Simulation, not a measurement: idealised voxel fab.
This section sets out a process module, namely voxel self aligned contacts.
cross-section cut | 235 nm wide | cells 5 nm
In what follows, cross-sections appear as grids of square cells, described through bands that run from the top down, where every band is one or more rows of cells. First you get the band's top height and its bottom height, in nm, and then the materials it's made of, left to right, with each width in nm. If you see a single material with "everywhere", that one covers the band edge to edge. "blank" is empty space. The reference from which all heights are counted is 0, the level beneath which the as-received wafer is entirely one material; the lowest band, having no lower bound, proceeds downward and is written after the example "from 0 down". Quick explanation for "30..40": the width changes in equal steps down the rows of cells, from the first number in the band's top row to the second number in its bottom row. "no modification" for a step: no cell of the cross-section changed in that step. Entry "Closed voids list". Content: empty spaces with no open connection to the top, size 8 cells or greater. Each: width x height at distance. Distance: from left edge. Unit: nm. The remark found on a step's line after its settings is issued by the simulator itself and pertains to that step. overlay nm: where the mask lay relative to plan, measured to the right, on steps with a mask; negatives go left.

The planned process steps are enumerated hereunder:
1: RECEIVE with material Si
2: OXIDIZE with depth nm 5
3: DIRECTIONAL_DEP with material polySi, thk nm 20
4: DIRECTIONAL_DEP with material SiN, thk nm 20
5: MASKED_ETCH with tone cover, mask id GATE, width nm 30, pitch nm 70, etch materials SiN, depth nm 20, overlay nm 0
6: MASKED_ETCH with tone cover, mask id GATE, width nm 30, pitch nm 70, etch materials polySi, depth nm 20, overlay nm 0
7: CONFORMAL_DEP with material SiN, thk nm 10
8: DIRECTIONAL_ETCH with etch materials SiN, depth nm 10
9: FILL_DEP with material SiO2, thk nm 10
10: CMP with height nm 45
11: DIRECTIONAL_DEP with material aC, thk nm 10
12: PATTERN with tone open, mask id CONTACT, material resist, width nm 50, thk nm 30, overlay nm 0
13: DIRECTIONAL_ETCH with etch materials aC, depth nm 10
14: STRIP with etch materials resist
15: DIRECTIONAL_ETCH with etch materials SiO2, depth nm 50
16: STRIP with etch materials aC
17: CONFORMAL_DEP with material TiN, thk nm 5
18: FILL_DEP with material Ru, thk nm 10
19: CMP with height nm 45
20: CONFORMAL_DEP with material SiN, thk nm 5

As received (post step 1): cross-section:
> from 0 down | Si everywhere
> Closed voids list: none

Same starting wafer, same plan as above, one mistake in the execution; this is the cross-section at the end of the module:
> from 50 to 45 | Ru everywhere
> from 45 to 40 | SiO2 90 | TiN 20 | Ru 10 | TiN 20 | SiO2 95
> from 40 to 20 | SiO2 55 | SiN 50 | TiN 5 | Ru 10 | TiN 5 | SiN 50 | SiO2 60
> from 20 to 0 | SiO2 55 | SiN 10 | polySi 30 | SiN 10 | TiN 5 | Ru 10 | TiN 5 | SiN 10 | polySi 30 | SiN 10 | SiO2 60
> from 0 to -5 | SiO2 105 | TiN 20 | SiO2 110
> from -5 down | Si everywhere
> Closed voids list: none
Run error: not per plan at step 20, really ran CONFORMAL_DEP with material Ru, thk nm 5
